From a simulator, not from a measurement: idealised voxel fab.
The document below concerns the process module designated voxel ribs on slabs.
This is section cut - it's 275 nm across, gridded in 5 nm square cells.
A cross-section is a grid of square cells, given in bands from the top down. A band is one or more rows of cells. Top, bottom (nm), then materials left to right with widths (nm); lone material tagged "everywhere" fills the whole band edge to edge; "blank" = empty space. Basically, 0 is our baseline, since under it the wafer straight out of the box is all one material. The bottom band has no lower end and keeps on going down, so it looks like "0 nm and below". The width entry "30..40" should be interpreted row by row: the top row of cells in the band takes the first number, the bottom row takes the second number, and the change between adjacent rows is uniform throughout. Where the words "all unchanged" appear for a step, the cross-section shows no cell changed by that step; every cell remained as before. Empty spaces counting at least 8 cells and having no open way to the top are listed in "Closed void table". The notation width x height at distance is used for each, the distance being from the left edge and all three values in nm. Note: text after step settings on the step line = simulator remark on that step. A step's line can hold "overlay nm"; with a mask on that step, the setting says how far right of the planned place the mask lay, while a negative setting says it lay to the left.
-- Set out below are the planned steps of the process
1,RECEIVE, material Si
2,DIRECTIONAL_DEP, material SiO2, thk nm 25
3,DIRECTIONAL_DEP, material SiN, thk nm 20
4,PATTERN, tone cover, mask id RIB, material resist, width nm 25, thk nm 15, overlay nm 0
5,DIRECTIONAL_ETCH, etch materials SiN, depth nm 20
6,STRIP, etch materials resist
7,MASKED_ETCH, tone cover, mask id SLAB, width nm 85, etch materials SiN, depth nm 5, overlay nm 0
8,FILL_DEP, material SiO2, thk nm 25
9,CMP, height nm 70
10,DIRECTIONAL_DEP, material W, thk nm 5
11,MASKED_ETCH, tone cover, mask id HEATER, width nm 35, etch materials W, depth nm 5, overlay nm 0
12,CONFORMAL_DEP, material SiO2, thk nm 10
varied across the wafers: thk nm of step 3. The plan shows the first wafer's value. All wafers start alike
-- Cross-section, first of several wafers, as delivered after step 1
> 0 nm and below = Si everywhere
> Closed void table: none
-- Take a look at the first of several wafers in cross-section: the module is done, and step 12 was its last step
> 85 nm to 80 nm = blank=110, then SiO2=55, then blank=110
> 80 nm to 75 nm = SiO2 everywhere
> 75 nm to 70 nm = SiO2=120, then W=35, then SiO2=120
> 70 nm to 45 nm = SiO2 everywhere
> 45 nm to 25 nm = SiO2=125, then SiN=25, then SiO2=125
> 25 nm to 0 nm = SiO2 everywhere
> 0 nm and below = Si everywhere
> Closed void table: none
-- Module end, final wafer: cross-section
> 85 nm to 80 nm = blank=110, then SiO2=55, then blank=110
> 80 nm to 75 nm = SiO2 everywhere
> 75 nm to 70 nm = SiO2=120, then W=35, then SiO2=120
> 70 nm to 65 nm = SiO2 everywhere
> 65 nm to 45 nm = SiO2=125, then SiN=25, then SiO2=125
> 45 nm to 40 nm = SiO2=95, then SiN=85, then SiO2=95
> 40 nm to 25 nm = SiN everywhere
> 25 nm to 0 nm = SiO2 everywhere
> 0 nm and below = Si everywhere
> Closed void table: none
-- Table: wafers, a row each; end-of-module cell change per material since receipt, gain (+), loss (-); then closed voids
thk nm 20 | +20 SiN | +864 SiO2 | +7 W | Closed void table: none
thk nm 25 | +37 SiN | +847 SiO2 | +7 W | Closed void table: none
thk nm 30 | +92 SiN | +792 SiO2 | +7 W | Closed void table: none
thk nm 35 | +147 SiN | +737 SiO2 | +7 W | Closed void table: none
thk nm 40 | +202 SiN | +682 SiO2 | +7 W | Closed void table: none
